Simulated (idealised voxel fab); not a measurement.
process module | voxel fin reveal
cross-section cut | 285 nm wide | cells 5 nm
A cross-section is a grid of square cells, given in bands from the top down. A band is one or more rows of cells.
Each band's line starts with the height of the band's top and of its bottom, in nm. Then come its materials from left to right, each with its width in nm. One material with "throughout" fills the band from edge to edge. "air" is empty space.
Height 0 is the level under which the wafer as received is all one material. The lowest band goes on downwards, as in "0 down".
A width such as "30 to 40" changes by the same amount from each row of cells to the next, from the band's top row to its bottom row.
"no change" after a step means that no cell of the cross-section changed.
closed voids: empty space of 8 cells or more with no open way to the top, each as width x height at its distance from the left edge, in nm
after a step's settings: what the simulator itself notes on the step
overlay nm, on a step with a mask: how far to the right of its planned place the mask lay; to the left if negative
plan
1 op RECEIVE | material Si
2 op CONFORMAL_DEP | material SiN | thk nm 10
3 op MASKED_ETCH | tone cover | mask id FINS | width nm 15 | pitch nm 40 | etch materials SiN | depth nm 10 | overlay nm 0
4 op MASKED_ETCH | tone cover | mask id FINS | width nm 15 | pitch nm 40 | etch materials Si | depth nm 35 | overlay nm 0
5 op FILL_DEP | material SiO2 | thk nm 10
6 op CMP | height nm 10
7 op SELECTIVE_ETCH | etch materials SiO2 | depth nm 20
8 op STRIP | etch materials SiN
9 op CONFORMAL_DEP | material SiO2 | thk nm 5
as received, after step 1
  0 down: Si throughout
  closed voids: none
first wafer at the end, as planned
  5 to 0: air 90 | SiO2 25 | air 15 | SiO2 25 | air 15 | SiO2 25 | air 90
  0 to -5: air 90 | SiO2 5 | Si 15 | SiO2 5 | air 15 | SiO2 5 | Si 15 | SiO2 5 | air 15 | SiO2 5 | Si 15 | SiO2 5 | air 90
  -5 to -35: SiO2 95 | Si 15 | SiO2 25 | Si 15 | SiO2 25 | Si 15 | SiO2 95
  -35 down: Si throughout
  closed voids: none
second wafer at the end: like start, like plan, one mistake
  5 to 0: air 90 | SiO2 25 | air 15 | SiO2 25 | air 15 | SiO2 25 | air 90
  0 to -25: air 90 | SiO2 5 | Si 15 | SiO2 5 | air 15 | SiO2 5 | Si 15 | SiO2 5 | air 15 | SiO2 5 | Si 15 | SiO2 5 | air 90
  -25 to -35: SiO2 95 | Si 15 | SiO2 25 | Si 15 | SiO2 25 | Si 15 | SiO2 95
  -35 down: Si throughout
  closed voids: none
what went wrong: step 7 was run twice
at the end the second wafer has, in cells: 168 fewer of SiO2
